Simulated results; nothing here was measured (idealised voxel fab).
Herein follows the process module entitled voxel local oxidation.
Displayed cross-section: cut, width of 280 nm, square cells sized 5 nm.
Notation: cross-section as square-cell grid; stated in bands, top first, going down; one or more cell rows per band.
Band: top and bottom heights (nm) first, top before bottom; then materials from left to right, widths in nm. "edge to edge" marks a sole material filling the band edge to edge. "blank" denotes empty space.
Counting heights begins at 0, where everything beneath is, in the wafer as received, one material. The lowest band has no bottom; it goes on downwards, as "0 -> down" shows.
The width entry "30->40" should be interpreted row by row: the top row of cells in the band takes the first number, the bottom row takes the second number, and the change between adjacent rows is uniform throughout.
Reading "no change" for a step: not a cell of the cross-section changed in it.
In the "Unvented internal voids" entry, you get each enclosed empty space of 8 cells or more, one with no open way to the top, written width x height at distance, distance from the left edge, in nm.
On each step's line, the part that comes after the settings is the simulator's own comment on the step.
"overlay nm", when on a step's line for a step with a mask, measures how far to the right of its planned place the mask lay; a negative measure means to the left.
-- The planned process steps are enumerated hereunder
step 1: op RECEIVE | material Si
step 2: op CONFORMAL_DEP | material SiO2 | thk nm 5
step 3: op CONFORMAL_DEP | material SiN | thk nm 15
step 4: op DIRECTIONAL_DEP | material aC | thk nm 15
step 5: op PATTERN | tone cover | mask id ACTIVE | material resist | width nm 125 | thk nm 30 | overlay nm 0
step 6: op DIRECTIONAL_ETCH | etch materials aC | depth nm 15
step 7: op STRIP | etch materials resist
step 8: op DIRECTIONAL_ETCH | etch materials SiN | depth nm 15
step 9: op STRIP | etch materials aC
step 10: op SELECTIVE_ETCH | etch materials SiO2 | depth nm 5
step 11: op OXIDIZE | depth nm 15
step 12: op STRIP | etch materials SiN
-- First wafer out of two, processed as planned
-- Cross-sectional view of the wafer in its as-received condition, corresponding to the state after step 1
  0 -> down: Si edge to edge
  Unvented internal voids: none
-- after step 2
  5 -> 0: SiO2 edge to edge
  Below 0 it's all the same as before, nothing changed down there.
-- after step 3
  20 -> 5: SiN edge to edge
  Below 5 it's all the same as before, nothing changed down there.
-- after step 4
  35 -> 20: aC edge to edge
  Below 20 it's all the same as before, nothing changed down there.
-- after step 5
  65 -> 35: 75 nm blank  125 nm resist  80 nm blank
  Below 35 it's all the same as before, nothing changed down there.
-- after step 6
  50 -> 35: 75 nm blank  125 nm resist  80 nm blank
  35 -> 20: 75 nm blank  125 nm aC  80 nm blank
  Below 20 it's all the same as before, nothing changed down there.
-- after step 7
  35 -> 20: 75 nm blank  125 nm aC  80 nm blank
  Below 20 it's all the same as before, nothing changed down there.
-- after step 8
  35 -> 20: 75 nm blank  125 nm aC  80 nm blank
  20 -> 5: 75 nm blank  125 nm SiN  80 nm blank
  Below 5 it's all the same as before, nothing changed down there.
-- after step 9
  20 -> 5: 75 nm blank  125 nm SiN  80 nm blank
  Below 5 it's all the same as before, nothing changed down there.
-- after step 10
  20 -> 5: 75 nm blank  125 nm SiN  80 nm blank
  5 -> 0: 80 nm blank  115 nm SiO2  85 nm blank
  Below 0 it's all the same as before, nothing changed down there.
-- after step 11
  20 -> 5: 75 nm blank  125 nm SiN  80 nm blank
  5 -> 0: 80 nm blank  115 nm SiO2  85 nm blank
  0 -> -15: 95 nm SiO2  85 nm Si  100 nm SiO2
  Below -15 it's all the same as before, nothing changed down there.
-- after step 12
  5 -> 0: 80 nm blank  115 nm SiO2  85 nm blank
  Below 0 it's all the same as before, nothing changed down there.
-- The second wafer began exactly as the first did and followed the same plan, but one mistake was made while running it; through step 6 inclusive, the two wafers are identical
-- Cross-section, second wafer, at the end time the plan gives for step 7
  50 -> 35: 75 nm blank  125 nm resist  80 nm blank
  35 -> 20: 75 nm blank  125 nm aC  80 nm blank
  20 -> 5: 75 nm blank  125 nm SiN  80 nm blank
  Below 5 it's all the same as before, nothing changed down there.
-- Cross-section, second wafer, at the end time the plan gives for step 8
  35 -> 20: 75 nm blank  125 nm aC  80 nm blank
  Below 20 it's all the same as before, nothing changed down there.
-- Cross-section, second wafer, at the end time the plan gives for step 9
  20 -> 5: 75 nm blank  125 nm SiN  80 nm blank
  Below 5 it's all the same as before, nothing changed down there.
-- Cross-section, second wafer, at the end time the plan gives for step 10
  20 -> 5: 75 nm blank  125 nm SiN  80 nm blank
  5 -> 0: 80 nm blank  115 nm SiO2  85 nm blank
  Below 0 it's all the same as before, nothing changed down there.
-- Cross-section, second wafer, at the end time the plan gives for step 11
  20 -> 5: 75 nm blank  125 nm SiN  80 nm blank
  5 -> 0: 80 nm blank  115 nm SiO2  85 nm blank
  0 -> -15: 95 nm SiO2  85 nm Si  100 nm SiO2
  Below -15 it's all the same as before, nothing changed down there.
-- Cross-section, second wafer, at the end time the plan gives for step 12
  5 -> 0: 80 nm blank  115 nm SiO2  85 nm blank
  Below 0 it's all the same as before, nothing changed down there.
Misprocessing identified: steps 7 and 8 of the plan were each performed in the slot designated for the other
Since the two wafers finish with cross-sections that are the same, nothing this model computes is changed by the mistake.
